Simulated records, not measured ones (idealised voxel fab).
process module | voxel plated lines
cross-section cut | 275 nm wide | cells 5 nm
A cross-section is a grid of square cells, given in bands from the top down. A band is one or more rows of cells.
Each band's line starts with the height of the band's top and of its bottom, in nm. Then come its materials from left to right, each with its width in nm. One material with "throughout" fills the band from edge to edge. "air" is empty space.
Height 0 is the level under which the wafer as received is all one material. The lowest band goes on downwards, as in "0 down".
A width such as "30 to 40" changes by the same amount from each row of cells to the next, from the band's top row to its bottom row.
"no change" after a step means that no cell of the cross-section changed.
closed voids: empty space of 8 cells or more with no open way to the top, each as width x height at its distance from the left edge, in nm
after a step's settings: what the simulator itself notes on the step
overlay nm, on a step with a mask: how far to the right of its planned place the mask lay; to the left if negative
plan
1 op RECEIVE | material Si
2 op CONFORMAL_DEP | material Al2O3 | thk nm 5
3 op DIRECTIONAL_DEP | material TiN | thk nm 5
4 op PATTERN | tone open | mask id LINES | material resist | width nm 30 | pitch nm 45 | thk nm 25 | overlay nm 0
5 op EPI | material Ru | thk nm 10
6 op EPI | material Ru | thk nm 10
7 op STRIP | etch materials resist
8 op DIRECTIONAL_ETCH | etch materials TiN | depth nm 5
9 op CONFORMAL_DEP | material SiO2 | thk nm 5
first wafer, as planned
as received, after step 1
  0 down: Si throughout
  closed voids: none
after step 2
  5 to 0: Al2O3 throughout
  below 0: unchanged
after step 3
  10 to 5: TiN throughout
  below 5: unchanged
after step 4
  35 to 10: resist 100 | air 30 | resist 15 | air 30 | resist 100
  below 10: unchanged
after step 5
  35 to 20: resist 100 | air 30 | resist 15 | air 30 | resist 100
  20 to 10: resist 100 | Ru 30 | resist 15 | Ru 30 | resist 100
  below 10: unchanged
after step 6
  35 to 30: resist 100 | air 30 | resist 15 | air 30 | resist 100
  30 to 10: resist 100 | Ru 30 | resist 15 | Ru 30 | resist 100
  below 10: unchanged
after step 7
  30 to 10: air 100 | Ru 30 | air 15 | Ru 30 | air 100
  below 10: unchanged
after step 8
  30 to 10: air 100 | Ru 30 | air 15 | Ru 30 | air 100
  10 to 5: air 100 | TiN 30 | air 15 | TiN 30 | air 100
  below 5: unchanged
after step 9
  35 to 30: air 95 | SiO2 40 | air 5 | SiO2 40 | air 95
  30 to 10: air 95 | SiO2 5 | Ru 30 | SiO2 5 | air 5 | SiO2 5 | Ru 30 | SiO2 5 | air 95
  10 to 5: SiO2 100 | TiN 30 | SiO2 15 | TiN 30 | SiO2 100
  below 5: unchanged
second wafer: like start, like plan, one mistake. Through step 5 it matches the first wafer
when step 6 should have ended
  20 to 10: air 100 | Ru 30 | air 15 | Ru 30 | air 100
  below 10: unchanged
when step 7 should have ended
  30 to 20: air 90 | Ru 95 | air 90
  20 to 10: Ru throughout
  below 10: unchanged
when step 8 should have ended: no change
when step 9 should have ended
  35 to 30: air 85 | SiO2 105 | air 85
  30 to 25: air 85 | SiO2 5 | Ru 95 | SiO2 5 | air 85
  25 to 20: SiO2 90 | Ru 95 | SiO2 90
  below 20: unchanged
what went wrong: steps 6 and 7 were swapped
at the end the second wafer has, in cells: 100 more of Ru | 16 fewer of SiO2 | 43 more of TiN
